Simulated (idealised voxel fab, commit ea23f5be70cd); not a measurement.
Title: Process Module voxel released beams
Cross-section cut: width 270 nm, square cells of 5 nm.
When this document writes out a cross-section, it uses a grid of square cells and lists it as bands, beginning at the top and moving down, with a band standing for one or more rows of cells.
Band entry format. Leading values: height of top, height of bottom, nm. Remainder: materials in left-to-right order, each with its width in nm. Special words: "full width" on a single material, which then fills the band edge to edge; "air", empty space.
Below 0: as-received wafer, all one material; heights counted from there. Lowest band: no bottom, goes on down, written "0 and below".
Width "30->40": first value at the band's top row of cells, second value at its bottom row, equal change from row to row.
Basically "no change" means that step didn't change any cell in the cross-section.
Basically, "Enclosed cavity list" tells you about the enclosed voids: empty spaces with no open way to the top, 8 cells or bigger, each written width x height at distance, where distance is from the left edge, all in nm.
Past the settings on a step's line: simulator remark, on that step.
Among the settings permitted on a step's line is "overlay nm"; applied to a step with a mask, it specifies the extent to which the mask lay to the right of its planned position, whereas a negative figure signifies a position to the left.
Intended process steps
- 1: RECEIVE (material Si)
- 2: CONFORMAL_DEP (material SiN; thk nm 5)
- 3: DIRECTIONAL_DEP (material SiO2; thk nm 10)
- 4: MASKED_ETCH (tone open; mask id ANCHOR; width nm 35; etch materials SiO2; depth nm 10; overlay nm 0)
- 5: CONFORMAL_DEP (material polySi; thk nm 10)
- 6: DIRECTIONAL_DEP (material aC; thk nm 15)
- 7: PATTERN (tone cover; mask id BEAM; material resist; width nm 100; thk nm 30; overlay nm 0)
- 8: DIRECTIONAL_ETCH (etch materials aC; depth nm 15)
- 9: STRIP (etch materials resist)
- 10: DIRECTIONAL_ETCH (etch materials polySi; depth nm 10)
- 11: STRIP (etch materials aC)
- 12: STRIP (etch materials SiO2)
First wafer, as planned
This is the cross-section of the wafer as we received it, i.e. after step 1
  0 and below  Si full width
  Enclosed cavity list: none
How the wafer stands in section after step 2
  5 down to 0  SiN full width
  Everything under 0 stays put, no change at all.
How the wafer stands in section after step 3
  15 down to 5  SiO2 full width
  Everything under 5 stays put, no change at all.
How the wafer stands in section after step 4
  15 down to 5  SiO2 85 nm / air 35 nm / SiO2 150 nm
  Everything under 5 stays put, no change at all.
How the wafer stands in section after step 5
  25 down to 15  polySi 95 nm / air 15 nm / polySi 160 nm
  15 down to 5  SiO2 85 nm / polySi 35 nm / SiO2 150 nm
  Everything under 5 stays put, no change at all.
How the wafer stands in section after step 6
  40 down to 30  aC 95 nm / air 15 nm / aC 160 nm
  30 down to 25  aC full width
  25 down to 15  polySi 95 nm / aC 15 nm / polySi 160 nm
  Everything under 15 stays put, no change at all.
How the wafer stands in section after step 7
  70 down to 40  air 80 nm / resist 100 nm / air 90 nm
  40 down to 30  aC 95 nm / resist 15 nm / aC 160 nm
  Everything under 30 stays put, no change at all.
How the wafer stands in section after step 8
  55 down to 40  air 80 nm / resist 100 nm / air 90 nm
  40 down to 30  air 80 nm / aC 15 nm / resist 15 nm / aC 70 nm / air 90 nm
  30 down to 25  air 80 nm / aC 100 nm / air 90 nm
  Everything under 25 stays put, no change at all.
How the wafer stands in section after step 9
  40 down to 30  air 80 nm / aC 15 nm / air 15 nm / aC 70 nm / air 90 nm
  Everything under 30 stays put, no change at all.
How the wafer stands in section after step 10
  40 down to 30  air 80 nm / aC 15 nm / air 15 nm / aC 70 nm / air 90 nm
  30 down to 25  air 80 nm / aC 100 nm / air 90 nm
  25 down to 15  air 80 nm / polySi 15 nm / aC 15 nm / polySi 70 nm / air 90 nm
  Everything under 15 stays put, no change at all.
How the wafer stands in section after step 11
  25 down to 15  air 80 nm / polySi 15 nm / air 15 nm / polySi 70 nm / air 90 nm
  Everything under 15 stays put, no change at all.
How the wafer stands in section after step 12
  25 down to 15  air 80 nm / polySi 15 nm / air 15 nm / polySi 70 nm / air 90 nm
  15 down to 5  air 85 nm / polySi 35 nm / air 150 nm
  Everything under 5 stays put, no change at all.
What follows concerns the second wafer, which started out like the first and was meant to follow the very same plan; one mistake crept in when it was run, but everything up to and including step 3 is the same as for the first wafer
Second wafer at the planned finish of step 4, seen in cross-section
  15 down to 5  air 85 nm / SiO2 35 nm / air 150 nm
  Everything under 5 stays put, no change at all.
Second wafer at the planned finish of step 5, seen in cross-section
  25 down to 15  air 75 nm / polySi 55 nm / air 140 nm
  15 down to 5  polySi 85 nm / SiO2 35 nm / polySi 150 nm
  Everything under 5 stays put, no change at all.
Second wafer at the planned finish of step 6, seen in cross-section
  40 down to 30  air 75 nm / aC 55 nm / air 140 nm
  30 down to 25  aC full width
  25 down to 15  aC 75 nm / polySi 55 nm / aC 140 nm
  Everything under 15 stays put, no change at all.
Second wafer at the planned finish of step 7, seen in cross-section
  70 down to 40  air 80 nm / resist 100 nm / air 90 nm
  40 down to 30  air 75 nm / aC 55 nm / resist 50 nm / air 90 nm
  Everything under 30 stays put, no change at all.
Second wafer at the planned finish of step 8, seen in cross-section
  55 down to 40  air 80 nm / resist 100 nm / air 90 nm
  40 down to 30  air 80 nm / aC 50 nm / resist 50 nm / air 90 nm
  30 down to 25  air 80 nm / aC 100 nm / air 90 nm
  25 down to 15  air 75 nm / polySi 55 nm / aC 50 nm / air 90 nm
  Everything under 15 stays put, no change at all.
Second wafer at the planned finish of step 9, seen in cross-section
  40 down to 30  air 80 nm / aC 50 nm / air 140 nm
  Everything under 30 stays put, no change at all.
Second wafer at the planned finish of step 10, seen in cross-section
  40 down to 30  air 80 nm / aC 50 nm / air 140 nm
  30 down to 25  air 80 nm / aC 100 nm / air 90 nm
  25 down to 15  air 80 nm / polySi 50 nm / aC 50 nm / air 90 nm
  15 down to 5  air 75 nm / polySi 10 nm / SiO2 35 nm / polySi 60 nm / air 90 nm
  Everything under 5 stays put, no change at all.
Second wafer at the planned finish of step 11, seen in cross-section
  25 down to 15  air 80 nm / polySi 50 nm / air 140 nm
  Everything under 15 stays put, no change at all.
Second wafer at the planned finish of step 12, seen in cross-section: no change
Misprocessing identified: step 4 was not run as planned; what actually ran was MASKED_ETCH (tone cover; mask id ANCHOR; width nm 35; etch materials SiO2; depth nm 10; overlay nm 0)
Final cells, second wafer relative to first, materials higher or lower: 14 more of SiO2
